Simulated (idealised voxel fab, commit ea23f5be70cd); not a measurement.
Process module heading - voxel quadruple lines
This is section cut - it's 165 nm across, gridded in 5 nm square cells.
Heads up, the way a cross-section reads in here is a grid of square cells, handed over as bands from the top down, with every band being one or more rows of cells.
Top height, bottom height, nm. Materials left to right, width each, nm. Single material + "throughout" = fills band edge to edge. "blank" = empty.
Heights are expressed relative to 0, this being the level below which the as-received wafer comprises one material exclusively. The lowest band is unbounded in the downward direction and is denoted as in "z 0 and below".
Graded width ("30..40"): value in top row of band = first number; value in bottom row = second number; row-to-row change constant.
For the purposes of this document, the phrase "nothing different" attached to a step denotes that no cell within the cross-section was modified by that step.
Listed in "Enclosed internal cavities": every empty space of 8 or more cells without an open way to the top. Form: width x height at distance, the distance being from the left edge, all in nm.
after a step's settings: what the simulator itself notes on the step
overlay nm: mask offset rightward from planned place, masked step; negative means leftward offset.
### Process steps foreseen in the plan
1,RECEIVE, material Si
2,CONFORMAL_DEP, material SiO2, thk nm 10
3,DIRECTIONAL_DEP, material Ru, thk nm 10
4,DIRECTIONAL_DEP, material polySi, thk nm 20
5,DIRECTIONAL_DEP, material aC, thk nm 25
6,PATTERN, tone cover, mask id MANDREL, material resist, width nm 25, thk nm 35, overlay nm 0
7,DIRECTIONAL_ETCH, etch materials aC, depth nm 25
8,STRIP, etch materials resist
9,CONFORMAL_DEP, material SiO2, thk nm 15
10,DIRECTIONAL_ETCH, etch materials SiO2, depth nm 5
11,STRIP, etch materials aC
12,DIRECTIONAL_ETCH, etch materials polySi, depth nm 20
13,STRIP, etch materials SiO2
14,CONFORMAL_DEP, material SiN, thk nm 5
15,DIRECTIONAL_ETCH, etch materials SiN, depth nm 5
16,STRIP, etch materials polySi
17,DIRECTIONAL_ETCH, etch materials Ru, depth nm 10
18,STRIP, etch materials SiN
19,FILL_DEP, material lowk, thk nm 10
20,CMP, height nm 20
The plan shows the depth nm of step 10 as the first wafer had it; this setting differs between the wafers, which start out alike.
### Incoming state of the first of several wafers in cross-section: after step 1
    z 0 and below | Si throughout
    Enclosed internal cavities: none
### Module finished, last step 20 done: cross-section of the first of several wafers
    z 20 to 10 | lowk throughout
    z 10 to 0 | SiO2 throughout
    z 0 and below | Si throughout
    Enclosed internal cavities: none
### Cross-section of the final wafer among several, taken at the end of the module
    z 20 to 10 | lowk (50), Ru (5), lowk (15), Ru (5), lowk (15), Ru (5), lowk (15), Ru (5), lowk (50)
    z 10 to 0 | SiO2 throughout
    z 0 and below | Si throughout
    Enclosed internal cavities: none
### each wafer at the end: cells of each material gained (+) or lost (-) since it was received, then its closed voids
depth nm 5; +66 SiO2; +66 lowk; Enclosed internal cavities: none
depth nm 10; +66 SiO2; +66 lowk; Enclosed internal cavities: none
depth nm 15; +8 Ru; +66 SiO2; +58 lowk; Enclosed internal cavities: none
depth nm 20; +8 Ru; +66 SiO2; +58 lowk; Enclosed internal cavities: none
depth nm 25; +8 Ru; +66 SiO2; +58 lowk; Enclosed internal cavities: none
depth nm 30; +8 Ru; +66 SiO2; +58 lowk; Enclosed internal cavities: none
